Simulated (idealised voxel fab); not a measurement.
This section sets out a process module, namely voxel double patterning.
It is cross-section cut that appears here, measuring 250 nm in width, its square cells being 5 nm in size.
Cross-section spec: square-cell grid; bands listed top down; each band is one or more rows. A band entry consists of two parts. The first gives the height of the band's top and the height of its bottom, in nm. The rest lists the band's materials from left to right, each with its width in nm. A single material labelled with the word "everywhere" fills the band from edge to edge, and the word "air" marks empty space. Heights are expressed relative to 0, this being the level below which the as-received wafer comprises one material exclusively. The lowest band is unbounded in the downward direction and is denoted as in "0 down". You'd read "30 to 40" like this: the band's top row of cells is as wide as the first number, its bottom row is as wide as the second, and going down, every row changes width by the same amount as the row before did. "left unchanged" means the step left every cell of the cross-section as it was. The label "Closed void listing" introduces a list of the empty spaces, 8 cells or larger, that have no open way up to the top; each entry in it reads width x height at distance, where the distance is taken from the left edge and all three are stated in nm. Past the settings on a step's line: simulator remark, on that step. overlay nm: for a step with a mask, the amount by which the mask lay right of where it was planned; a negative amount means left of it.
THE STEPS PLANNED FOR THE PROCESS ARE AS FOLLOWS
1 RECEIVE (material Si)
2 CONFORMAL_DEP (material SiO2; thk nm 10)
3 DIRECTIONAL_DEP (material W; thk nm 15)
4 DIRECTIONAL_DEP (material SiN; thk nm 10)
5 MASKED_ETCH (tone open; mask id FIRST; width nm 15; pitch nm 50; etch materials SiN; depth nm 10; overlay nm 0)
6 MASKED_ETCH (tone open; mask id SECOND; width nm 15; etch materials SiN; depth nm 10; overlay nm 0)
7 DIRECTIONAL_ETCH (etch materials W; depth nm 15)
8 STRIP (etch materials SiN)
RECEIVED-STATE CROSS-SECTION, REFLECTING COMPLETION OF STEP 1
* 0 down | Si everywhere
* Closed void listing: none
POST-MODULE CROSS-SECTION OF THE FIRST OF TWO WAFERS (RUN PER PLAN)
* 25 to 10 | W 90 nm, then air 15 nm, then W 10 nm, then air 15 nm, then W 10 nm, then air 15 nm, then W 95 nm
* 10 to 0 | SiO2 everywhere
* 0 down | Si everywhere
* Closed void listing: none
HERE IS THE SECOND OF THE TWO WAFERS CUT OPEN AT THE END OF THE MODULE - SAME START, SAME PLAN AS THE FIRST ONE, BUT WE MADE ONE MISTAKE RUNNING IT
* 15 to 0 | W 90 nm, then air 15 nm, then W 10 nm, then air 15 nm, then W 10 nm, then air 15 nm, then W 95 nm
* 0 down | Si everywhere
* Closed void listing: none
Which mistake was made when the wafer was run? step 2 was dropped from the plan's execution and never run
End check, counted in cells, second wafer has more or fewer of these materials than the first: SiO2 -100
